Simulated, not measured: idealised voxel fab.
Process module, titled voxel ribs on slabs
Pictured: cross-section cut, 285 nm wide, on a grid of 5 nm square cells.
Cross-section = grid of square cells, listed top down in bands; band = one or more rows. Top, bottom (nm), then materials left to right with widths (nm); lone material tagged "edge to edge" fills the whole band edge to edge; "air" = empty space. Zero point of the height axis is 0; under it, received wafer = one material. Lowest band: continues down indefinitely, "0 down". A width such as "30 to 40" changes by the same amount from each row of cells to the next, from the band's top row to its bottom row. The designation "stayed the same", where it is given for a processing step, indicates that no cell of the cross-section was altered in the course of that step. The list in "Enclosed void catalog" covers empty spaces of 8 cells or more that cannot reach the top through any open way, and it gives each as width x height at distance; the distance is from the left edge, and width, height and distance are in nm. Post-settings text on a step line: simulator's own remark regarding the step. You can add "overlay nm" to a step's line. For a step with a mask, it describes how far the mask lay to the right of its planned position, and a negative number describes a lay to the left.
The following list gives the planned process steps:
| 1 | op RECEIVE | material Si |
| 2 | op DIRECTIONAL_DEP | material SiO2 | thk nm 20 |
| 3 | op DIRECTIONAL_DEP | material polySi | thk nm 25 |
| 4 | op PATTERN | tone cover | mask id RIB | material resist | width nm 30 | thk nm 15 | overlay nm 0 |
| 5 | op DIRECTIONAL_ETCH | etch materials polySi | depth nm 10 |
| 6 | op STRIP | etch materials resist |
| 7 | op DIRECTIONAL_DEP | material aC | thk nm 10 |
| 8 | op PATTERN | tone cover | mask id SLAB | material resist | width nm 90 | thk nm 30 | overlay nm 0 |
| 9 | op DIRECTIONAL_ETCH | etch materials aC | depth nm 10 |
| 10 | op STRIP | etch materials resist |
| 11 | op DIRECTIONAL_ETCH | etch materials polySi | depth nm 15 |
| 12 | op STRIP | etch materials aC |
| 13 | op FILL_DEP | material SiO2 | thk nm 20 |
| 14 | op CMP | height nm 60 |
| 15 | op DIRECTIONAL_DEP | material W | thk nm 5 |
| 16 | op MASKED_ETCH | tone cover | mask id HEATER | width nm 40 | etch materials W | depth nm 5 | overlay nm 0 |
| 17 | op CONFORMAL_DEP | material SiO2 | thk nm 10 |
First of the two wafers, run per plan:
Cross-section of the wafer at receipt, which is the condition after step 1:
- 0 down = Si edge to edge
- Enclosed void catalog: none
You're looking at a cross-section of the wafer after step 2:
- 20 to 0 = SiO2 edge to edge
- Under 0: no change, same as before.
You're looking at a cross-section of the wafer after step 3:
- 45 to 20 = polySi edge to edge
- Under 20: no change, same as before.
You're looking at a cross-section of the wafer after step 4:
- 60 to 45 = air (125) / resist (30) / air (130)
- Under 45: no change, same as before.
You're looking at a cross-section of the wafer after step 5:
- 60 to 45 = air (125) / resist (30) / air (130)
- 45 to 35 = air (125) / polySi (30) / air (130)
- Under 35: no change, same as before.
You're looking at a cross-section of the wafer after step 6:
- 45 to 35 = air (125) / polySi (30) / air (130)
- Under 35: no change, same as before.
You're looking at a cross-section of the wafer after step 7:
- 55 to 45 = air (125) / aC (30) / air (130)
- 45 to 35 = aC (125) / polySi (30) / aC (130)
- Under 35: no change, same as before.
You're looking at a cross-section of the wafer after step 8:
- 85 to 55 = air (95) / resist (90) / air (100)
- 55 to 45 = air (95) / resist (30) / aC (30) / resist (30) / air (100)
- Under 45: no change, same as before.
You're looking at a cross-section of the wafer after step 9:
- 75 to 55 = air (95) / resist (90) / air (100)
- 55 to 45 = air (95) / resist (30) / aC (30) / resist (30) / air (100)
- 45 to 35 = air (95) / aC (30) / polySi (30) / aC (30) / air (100)
- Under 35: no change, same as before.
You're looking at a cross-section of the wafer after step 10:
- 55 to 45 = air (125) / aC (30) / air (130)
- Under 45: no change, same as before.
You're looking at a cross-section of the wafer after step 11:
- 55 to 45 = air (125) / aC (30) / air (130)
- 45 to 35 = air (95) / aC (30) / polySi (30) / aC (30) / air (100)
- 35 to 20 = air (95) / polySi (90) / air (100)
- Under 20: no change, same as before.
You're looking at a cross-section of the wafer after step 12:
- 45 to 35 = air (125) / polySi (30) / air (130)
- Under 35: no change, same as before.
You're looking at a cross-section of the wafer after step 13:
- 65 to 45 = SiO2 edge to edge
- 45 to 35 = SiO2 (125) / polySi (30) / SiO2 (130)
- 35 to 20 = SiO2 (95) / polySi (90) / SiO2 (100)
- Under 20: no change, same as before.
You're looking at a cross-section of the wafer after step 14:
- 60 to 45 = SiO2 edge to edge
- Under 45: no change, same as before.
You're looking at a cross-section of the wafer after step 15:
- 65 to 60 = W edge to edge
- Under 60: no change, same as before.
You're looking at a cross-section of the wafer after step 16:
- 65 to 60 = air (120) / W (40) / air (125)
- Under 60: no change, same as before.
You're looking at a cross-section of the wafer after step 17:
- 75 to 70 = air (110) / SiO2 (60) / air (115)
- 70 to 65 = SiO2 edge to edge
- 65 to 60 = SiO2 (120) / W (40) / SiO2 (125)
- Under 60: no change, same as before.
The second wafer: identical to the first at the outset and in its planned sequence, differing only in that one mistake was made during processing; up to and including step 1, its path is the first wafer's path:
The second wafer in cross-section, at the planned close of step 2:
- 25 to 0 = polySi edge to edge
- Under 0: no change, same as before.
The second wafer in cross-section, at the planned close of step 3:
- 45 to 25 = SiO2 edge to edge
- Under 25: no change, same as before.
The second wafer in cross-section, at the planned close of step 4:
- 60 to 45 = air (125) / resist (30) / air (130)
- Under 45: no change, same as before.
The second wafer in cross-section, at the planned close of step 5: stayed the same
The second wafer in cross-section, at the planned close of step 6:
- 45 to 25 = SiO2 edge to edge
- Under 25: no change, same as before.
The second wafer in cross-section, at the planned close of step 7:
- 55 to 45 = aC edge to edge
- Under 45: no change, same as before.
The second wafer in cross-section, at the planned close of step 8:
- 85 to 55 = air (95) / resist (90) / air (100)
- Under 55: no change, same as before.
The second wafer in cross-section, at the planned close of step 9:
- 75 to 55 = air (95) / resist (90) / air (100)
- 55 to 45 = air (95) / aC (90) / air (100)
- Under 45: no change, same as before.
The second wafer in cross-section, at the planned close of step 10:
- 55 to 45 = air (95) / aC (90) / air (100)
- Under 45: no change, same as before.
The second wafer in cross-section, at the planned close of step 11: stayed the same
The second wafer in cross-section, at the planned close of step 12:
- 45 to 25 = SiO2 edge to edge
- Under 25: no change, same as before.
The second wafer in cross-section, at the planned close of step 13:
- 65 to 25 = SiO2 edge to edge
- Under 25: no change, same as before.
The second wafer in cross-section, at the planned close of step 14:
- 60 to 25 = SiO2 edge to edge
- Under 25: no change, same as before.
The second wafer in cross-section, at the planned close of step 15:
- 65 to 60 = W edge to edge
- Under 60: no change, same as before.
The second wafer in cross-section, at the planned close of step 16:
- 65 to 60 = air (120) / W (40) / air (125)
- Under 60: no change, same as before.
The second wafer in cross-section, at the planned close of step 17:
- 75 to 70 = air (110) / SiO2 (60) / air (115)
- 70 to 65 = SiO2 edge to edge
- 65 to 60 = SiO2 (120) / W (40) / SiO2 (125)
- Under 60: no change, same as before.
The mistake made against the process plan was this: transposition of steps 2 and 3 relative to the planned sequence
The closing comparison, in cells, has the second wafer with more or fewer of some materials than the first: -219 SiO2; +219 polySi
